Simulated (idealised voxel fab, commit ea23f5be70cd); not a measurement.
Process module under the name voxel tone inversion
The width of the displayed cross-section, cut, is 295 nm; its cells are square, with a size of 5 nm.
If you're reading a cross-section in this doc, picture square cells in a grid; it comes to you as bands, top ones listed first down to the bottom, and a band can be one or more rows of cells.
Band: top and bottom heights (nm) first, top before bottom; then materials from left to right, widths in nm. "edge to edge" marks a sole material filling the band edge to edge. "air" denotes empty space.
Heads up on the height convention: 0 is the point under which the incoming wafer is all one material, and the lowest band has no bottom, it just keeps going down, like "z 0 and below".
When a width is written as two numbers, as in "30->40", the first number is the width in the top row of cells of the band and the second is the width in its bottom row, and the width changes by the same amount from each row to the next.
"remained unchanged" -> step changed no cross-section cell.
"Fully enclosed voids" - sealed voids, min. 8 cells, no opening to top; format: width x height at distance (distance from left edge; nm throughout).
The remark found on a step's line after its settings is issued by the simulator itself and pertains to that step.
"overlay nm" denotes, for a step that has a mask, the displacement of the mask to the right of its planned place, with negative values corresponding to the left.

[The planned process steps are enumerated hereunder]
1 RECEIVE [material Si]
2 CONFORMAL_DEP [material SiCN] [thk nm 5]
3 DIRECTIONAL_DEP [material aC] [thk nm 25]
4 PATTERN [tone cover] [mask id POSTS] [material resist] [width nm 15] [pitch nm 40] [thk nm 35] [overlay nm 0]
5 DIRECTIONAL_ETCH [etch materials aC] [depth nm 25]
6 STRIP [etch materials resist]
7 FILL_DEP [material lowk] [thk nm 5]
8 CMP [height nm 30]
9 STRIP [etch materials aC]
For clarity, it should be stated that the wafers under discussion commence in an identical condition and differ with respect to the width nm of step 4, the plan indicating the value that the first wafer had.

[Cross-section of the first of several wafers on receipt, reflecting completion of step 1]
  z 0 and below: Si edge to edge
  Fully enclosed voids: none

[Depicted here is the first of several wafers in cross-section, at module completion following the last step, step 9]
  z 30 to 5: lowk 80, then air 15, then lowk 25, then air 15, then lowk 25, then air 15, then lowk 25, then air 15, then lowk 80
  z 5 to 0: SiCN edge to edge
  z 0 and below: Si edge to edge
  Fully enclosed voids: none

[Here we cross-sectioned the last of the wafers once the module was done]
  z 30 to 5: lowk 75, then air 25, then lowk 15, then air 25, then lowk 15, then air 25, then lowk 15, then air 25, then lowk 75
  z 5 to 0: SiCN edge to edge
  z 0 and below: Si edge to edge
  Fully enclosed voids: none

[What follows is a table in which each wafer occupies a row; for the wafer as it stands at the close of the module, the row states, material by material, how many cells have been gained (+) or lost (-) since receipt, and then gives its closed voids]
width nm 15; +59 SiCN; +235 lowk; Fully enclosed voids: none
width nm 20; +59 SiCN; +215 lowk; Fully enclosed voids: none
width nm 25; +59 SiCN; +195 lowk; Fully enclosed voids: none
